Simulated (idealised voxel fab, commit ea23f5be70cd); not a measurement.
Module name: voxel transistor to metal (process module)
Displayed cross-section: cut, width of 300 nm, square cells sized 5 nm.
A cross-section is a grid of square cells, given in bands from the top down. A band is one or more rows of cells.
Band: top and bottom heights (nm) first, top before bottom; then materials from left to right, widths in nm. "throughout" marks a sole material filling the band edge to edge. "empty" denotes empty space.
Measure heights from 0. That's the level where, below it, the as-received wafer is all one material. The lowest band is bottomless and extends downward; write it as in "top 0, no bottom".
Width "30..40": first value at the band's top row of cells, second value at its bottom row, equal change from row to row.
Step marked "identical to before"? Then no cell in the cross-section changed in it.
The label "Sealed void inventory" introduces a list of the empty spaces, 8 cells or larger, that have no open way up to the top; each entry in it reads width x height at distance, where the distance is taken from the left edge and all three are stated in nm.
Where a step's line continues beyond its settings, the continuation is a remark by the simulator itself on that step.
You can add "overlay nm" to a step's line. For a step with a mask, it describes how far the mask lay to the right of its planned position, and a negative number describes a lay to the left.
**The process steps that were planned are listed below**
1 op RECEIVE | material Si
2 op CONFORMAL_DEP | material SiO2 | thk nm 5
3 op CONFORMAL_DEP | material SiN | thk nm 10
4 op DIRECTIONAL_DEP | material aC | thk nm 15
5 op PATTERN | tone cover | mask id ACTIVE | material resist | width nm 120 | pitch nm 140 | thk nm 30 | overlay nm 0
6 op DIRECTIONAL_ETCH | etch materials aC | depth nm 15
7 op STRIP | etch materials resist
8 op DIRECTIONAL_ETCH | etch materials SiN | depth nm 10
9 op DIRECTIONAL_ETCH | etch materials SiO2 | depth nm 5
10 op DIRECTIONAL_ETCH | etch materials Si | depth nm 20
11 op STRIP | etch materials aC
12 op OXIDIZE | depth nm 5
13 op FILL_DEP | material SiO2 | thk nm 10
14 op CMP | height nm 15
15 op SELECTIVE_ETCH | etch materials SiO2 | depth nm 10
16 op STRIP | etch materials SiN
17 op SELECTIVE_ETCH | etch materials SiO2 | depth nm 5
18 op OXIDIZE | depth nm 5
19 op DIRECTIONAL_DEP | material polySi | thk nm 25
20 op DIRECTIONAL_DEP | material SiCN | thk nm 15
21 op PATTERN | tone cover | mask id GATE | material resist | width nm 30 | pitch nm 140 | thk nm 15 | overlay nm 0
22 op DIRECTIONAL_ETCH | etch materials SiCN | depth nm 25
23 op DIRECTIONAL_ETCH | etch materials polySi | depth nm 35
24 op STRIP | etch materials resist
25 op CONFORMAL_DEP | material SiN | thk nm 5
26 op DIRECTIONAL_ETCH | etch materials SiN | depth nm 5
27 op DIRECTIONAL_ETCH | etch materials SiO2 | depth nm 5
28 op DIRECTIONAL_ETCH | etch materials Si | depth nm 5
29 op EPI | material nSi | thk nm 10
30 op FILL_DEP | material SiO2 | thk nm 10
31 op CMP | height nm 25
32 op STRIP | etch materials polySi
33 op SELECTIVE_ETCH | etch materials SiO2 | depth nm 5
34 op CONFORMAL_DEP | material HfO2 | thk nm 5
35 op CONFORMAL_DEP | material TiN | thk nm 5
36 op FILL_DEP | material W | thk nm 10
37 op CMP | height nm 20
38 op DIRECTIONAL_DEP | material SiO2 | thk nm 10
39 op DIRECTIONAL_DEP | material aC | thk nm 10
40 op PATTERN | tone open | mask id CONTACT | material resist | width nm 20 | thk nm 30 | overlay nm 0
41 op DIRECTIONAL_ETCH | etch materials aC | depth nm 10
42 op STRIP | etch materials resist
43 op DIRECTIONAL_ETCH | etch materials SiO2 | depth nm 30
44 op STRIP | etch materials aC
45 op CONFORMAL_DEP | material TiN | thk nm 5
46 op FILL_DEP | material W | thk nm 10
47 op CMP | height nm 30
48 op CONFORMAL_DEP | material SiN | thk nm 5
49 op DIRECTIONAL_DEP | material SiO2 | thk nm 15
50 op PATTERN | tone open | mask id METAL_1 | material resist | width nm 20 | thk nm 15 | overlay nm 0
51 op DIRECTIONAL_ETCH | etch materials SiO2 | depth nm 15
52 op DIRECTIONAL_ETCH | etch materials SiN | depth nm 5
53 op STRIP | etch materials resist
54 op CONFORMAL_DEP | material TiN | thk nm 5
55 op FILL_DEP | material Ru | thk nm 5
56 op CMP | height nm 50
57 op EPI | material Ru | thk nm 5
58 op FILL_DEP | material SiCN | thk nm 5
59 op DIRECTIONAL_DEP | material SiO2 | thk nm 30
60 op DIRECTIONAL_DEP | material aC | thk nm 10
61 op PATTERN | tone open | mask id METAL_2 | material resist | width nm 20 | pitch nm 140 | thk nm 30 | overlay nm 0
62 op DIRECTIONAL_ETCH | etch materials aC | depth nm 10
63 op STRIP | etch materials resist
64 op DIRECTIONAL_ETCH | etch materials SiO2 | depth nm 15
65 op STRIP | etch materials aC
66 op MASKED_ETCH | tone open | mask id METAL_2_HOLES | width nm 15 | pitch nm 140 | etch materials SiO2 | depth nm 15 | overlay nm 0
67 op MASKED_ETCH | tone open | mask id METAL_2_HOLES | width nm 15 | pitch nm 140 | etch materials SiCN | depth nm 5 | overlay nm 0
68 op CONFORMAL_DEP | material TiN | thk nm 5
69 op FILL_DEP | material Cu | thk nm 5
70 op CMP | height nm 90
71 op CONFORMAL_DEP | material SiN | thk nm 5
**Cross-section of the wafer at receipt, which is the condition after step 1**
    top 0, no bottom | Si throughout
    Sealed void inventory: none
**The first of two wafers, cross-sectioned at the end of the module, with the run proceeding as planned**
    top 95, bottom 90 | SiN throughout
    top 90, bottom 80 | 30 nm SiO2 / 5 nm TiN / 10 nm Cu / 5 nm TiN / 120 nm SiO2 / 5 nm TiN / 10 nm Cu / 5 nm TiN / 110 nm SiO2
    top 80, bottom 75 | 30 nm SiO2 / 5 nm TiN / 5 nm Cu / 10 nm TiN / 120 nm SiO2 / 5 nm TiN / 5 nm Cu / 10 nm TiN / 110 nm SiO2
    top 75, bottom 60 | 30 nm SiO2 / 5 nm TiN / 5 nm Cu / 5 nm TiN / 125 nm SiO2 / 5 nm TiN / 5 nm Cu / 5 nm TiN / 115 nm SiO2
    top 60, bottom 55 | 30 nm SiCN / 15 nm TiN / 125 nm SiCN / 15 nm TiN / 115 nm SiCN
    top 55, bottom 50 | 25 nm SiCN / 30 nm Ru / 50 nm SiCN / 30 nm Ru / 30 nm SiCN / 30 nm Ru / 50 nm SiCN / 30 nm Ru / 25 nm SiCN
    top 50, bottom 35 | 30 nm SiO2 / 5 nm TiN / 10 nm Ru / 5 nm TiN / 60 nm SiO2 / 5 nm TiN / 10 nm Ru / 5 nm TiN / 40 nm SiO2 / 5 nm TiN / 10 nm Ru / 5 nm TiN / 60 nm SiO2 / 5 nm TiN / 10 nm Ru / 5 nm TiN / 30 nm SiO2
    top 35, bottom 30 | 30 nm SiN / 20 nm TiN / 60 nm SiN / 20 nm TiN / 40 nm SiN / 20 nm TiN / 60 nm SiN / 20 nm TiN / 30 nm SiN
    top 30, bottom 20 | 30 nm SiO2 / 5 nm TiN / 10 nm W / 5 nm TiN / 60 nm SiO2 / 5 nm TiN / 10 nm W / 5 nm TiN / 40 nm SiO2 / 5 nm TiN / 10 nm W / 5 nm TiN / 60 nm SiO2 / 5 nm TiN / 10 nm W / 5 nm TiN / 30 nm SiO2
    top 20, bottom 5 | 30 nm SiO2 / 5 nm TiN / 10 nm W / 5 nm TiN / 10 nm SiO2 / 5 nm SiN / 5 nm HfO2 / 5 nm TiN / 10 nm W / 5 nm TiN / 5 nm HfO2 / 5 nm SiN / 10 nm SiO2 / 5 nm TiN / 10 nm W / 5 nm TiN / 40 nm SiO2 / 5 nm TiN / 10 nm W / 5 nm TiN / 10 nm SiO2 / 5 nm SiN / 5 nm HfO2 / 5 nm TiN / 10 nm W / 5 nm TiN / 5 nm HfO2 / 5 nm SiN / 10 nm SiO2 / 5 nm TiN / 10 nm W / 5 nm TiN / 30 nm SiO2
    top 5, bottom 0 | 30 nm SiO2 / 20 nm TiN / 10 nm nSi / 5 nm SiN / 5 nm HfO2 / 20 nm TiN / 5 nm HfO2 / 5 nm SiN / 10 nm nSi / 20 nm TiN / 40 nm SiO2 / 20 nm TiN / 10 nm nSi / 5 nm SiN / 5 nm HfO2 / 20 nm TiN / 5 nm HfO2 / 5 nm SiN / 10 nm nSi / 20 nm TiN / 30 nm SiO2
    top 0, bottom -5 | 20 nm SiO2 / 40 nm nSi / 40 nm HfO2 / 40 nm nSi / 20 nm SiO2 / 40 nm nSi / 40 nm HfO2 / 40 nm nSi / 20 nm SiO2
    top -5, bottom -10 | 25 nm SiO2 / 35 nm nSi / 40 nm Si / 35 nm nSi / 30 nm SiO2 / 35 nm nSi / 40 nm Si / 35 nm nSi / 25 nm SiO2
    top -10, bottom -25 | 25 nm SiO2 / 110 nm Si / 30 nm SiO2 / 110 nm Si / 25 nm SiO2
    top -25, no bottom | Si throughout
    Sealed void inventory: none
**Cross-sectional view: second of two wafers, end of module; start and plan identical to the first, one mistake in running**
    top 95, bottom 90 | SiN throughout
    top 90, bottom 80 | 30 nm SiO2 / 5 nm TiN / 10 nm Cu / 5 nm TiN / 120 nm SiO2 / 5 nm TiN / 10 nm Cu / 5 nm TiN / 110 nm SiO2
    top 80, bottom 75 | 30 nm SiO2 / 5 nm TiN / 5 nm Cu / 10 nm TiN / 120 nm SiO2 / 5 nm TiN / 5 nm Cu / 10 nm TiN / 110 nm SiO2
    top 75, bottom 60 | 30 nm SiO2 / 5 nm TiN / 5 nm Cu / 5 nm TiN / 125 nm SiO2 / 5 nm TiN / 5 nm Cu / 5 nm TiN / 115 nm SiO2
    top 60, bottom 55 | 30 nm SiCN / 15 nm TiN / 125 nm SiCN / 15 nm TiN / 115 nm SiCN
    top 55, bottom 50 | 25 nm SiCN / 30 nm Ru / 50 nm SiCN / 30 nm Ru / 30 nm SiCN / 30 nm Ru / 50 nm SiCN / 30 nm Ru / 25 nm SiCN
    top 50, bottom 35 | 30 nm SiO2 / 5 nm TiN / 10 nm Ru / 5 nm TiN / 60 nm SiO2 / 5 nm TiN / 10 nm Ru / 5 nm TiN / 40 nm SiO2 / 5 nm TiN / 10 nm Ru / 5 nm TiN / 60 nm SiO2 / 5 nm TiN / 10 nm Ru / 5 nm TiN / 30 nm SiO2
    top 35, bottom 30 | 30 nm SiN / 20 nm TiN / 60 nm SiN / 20 nm TiN / 40 nm SiN / 20 nm TiN / 60 nm SiN / 20 nm TiN / 30 nm SiN
    top 30, bottom 20 | 30 nm SiO2 / 5 nm TiN / 10 nm W / 5 nm TiN / 60 nm SiO2 / 5 nm TiN / 10 nm W / 5 nm TiN / 40 nm SiO2 / 5 nm TiN / 10 nm W / 5 nm TiN / 60 nm SiO2 / 5 nm TiN / 10 nm W / 5 nm TiN / 30 nm SiO2
    top 20, bottom 5 | 30 nm SiO2 / 5 nm TiN / 10 nm W / 5 nm TiN / 10 nm SiO2 / 5 nm SiN / 5 nm HfO2 / 5 nm TiN / 10 nm W / 5 nm TiN / 5 nm HfO2 / 5 nm SiN / 10 nm SiO2 / 5 nm TiN / 10 nm W / 5 nm TiN / 40 nm SiO2 / 5 nm TiN / 10 nm W / 5 nm TiN / 10 nm SiO2 / 5 nm SiN / 5 nm HfO2 / 5 nm TiN / 10 nm W / 5 nm TiN / 5 nm HfO2 / 5 nm SiN / 10 nm SiO2 / 5 nm TiN / 10 nm W / 5 nm TiN / 30 nm SiO2
    top 5, bottom 0 | 30 nm SiO2 / 20 nm TiN / 10 nm nSi / 5 nm SiN / 5 nm HfO2 / 20 nm TiN / 5 nm HfO2 / 5 nm SiN / 10 nm nSi / 20 nm TiN / 40 nm SiO2 / 20 nm TiN / 10 nm nSi / 5 nm SiN / 5 nm HfO2 / 20 nm TiN / 5 nm HfO2 / 5 nm SiN / 10 nm nSi / 20 nm TiN / 30 nm SiO2
    top 0, bottom -5 | 20 nm SiO2 / 40 nm nSi / 40 nm HfO2 / 40 nm nSi / 20 nm SiO2 / 40 nm nSi / 40 nm HfO2 / 40 nm nSi / 20 nm SiO2
    top -5, bottom -10 | 25 nm SiO2 / 35 nm nSi / 40 nm Si / 35 nm nSi / 30 nm SiO2 / 35 nm nSi / 40 nm Si / 35 nm nSi / 25 nm SiO2
    top -10, bottom -45 | 25 nm SiO2 / 110 nm Si / 30 nm SiO2 / 110 nm Si / 25 nm SiO2
    top -45, no bottom | Si throughout
    Sealed void inventory: none
What went wrong in running the wafer? in the plan, step 10 was performed twice
End check, counted in cells, second wafer has more or fewer of these materials than the first: 64 fewer of Si; 64 more of SiO2
